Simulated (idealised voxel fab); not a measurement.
Process module under the name voxel released beams
Section cut is 220 nm wide and gridded with 5 nm square cells.
The cross-sections in this document take the form of a grid made of square cells. They are written out as bands, in order from top to bottom. Each band consists of one or more rows of cells.
Band entry format. Leading values: height of top, height of bottom, nm. Remainder: materials in left-to-right order, each with its width in nm. Special words: "everywhere" on a single material, which then fills the band edge to edge; "air", empty space.
All heights in this document are referenced to 0, defined as the level beneath which the wafer, as received, consists entirely of one material. The lowest band is not bounded below; it extends indefinitely downward and is written in the form "0 down".
Width "30..40": first value at the band's top row of cells, second value at its bottom row, equal change from row to row.
It should be understood that the words "changes: none", when stated for a given step, signify that the cross-section underwent no change in any of its cells during that step.
"Enclosed internal cavities" - sealed voids, min. 8 cells, no opening to top; format: width x height at distance (distance from left edge; nm throughout).
Where a step's line continues beyond its settings, the continuation is a remark by the simulator itself on that step.
"overlay nm" answers the question of how far to the right of plan the mask lay on a step that has a mask, and when it is negative the answer is to the left.

The following list gives the planned process steps
1. RECEIVE with material Si
2. CONFORMAL_DEP with material SiN, thk nm 10
3. DIRECTIONAL_DEP with material SiO2, thk nm 15
4. MASKED_ETCH with tone open, mask id ANCHOR, width nm 45, etch materials SiO2, depth nm 15, overlay nm 0
5. CONFORMAL_DEP with material TiN, thk nm 15
6. PATTERN with tone cover, mask id BEAM, material resist, width nm 130, thk nm 20, overlay nm 0
7. DIRECTIONAL_ETCH with etch materials TiN, depth nm 15
8. STRIP with etch materials resist
9. STRIP with etch materials SiO2

This is the cross-section of the wafer as we received it, i.e. after step 1
    0 down: Si everywhere
    Enclosed internal cavities: none

Cross-section taken at module completion on the first of two wafers; processed per the plan
    40 to 25: air (40) | TiN (20) | air (15) | TiN (95) | air (50)
    25 to 10: air (45) | TiN (45) | air (130)
    10 to 0: SiN everywhere
    0 down: Si everywhere
    Enclosed internal cavities: none

Cross-section of the latter of the two wafers at module completion. It had an identical start and an identical plan to the former; in running it, one mistake was made
    40 to 25: SiN (60) | air (15) | SiN (145)
    25 to 10: SiO2 (45) | SiN (45) | SiO2 (130)
    10 to 0: SiN everywhere
    0 down: Si everywhere
    Enclosed internal cavities: none
Here's what went sideways: heads up, step 5 didn't go per plan, it actually ran as CONFORMAL_DEP with material SiN, thk nm 15
End of process, cell counts, second wafer against first, materials with more or fewer: SiN +150; SiO2 +105; TiN -96
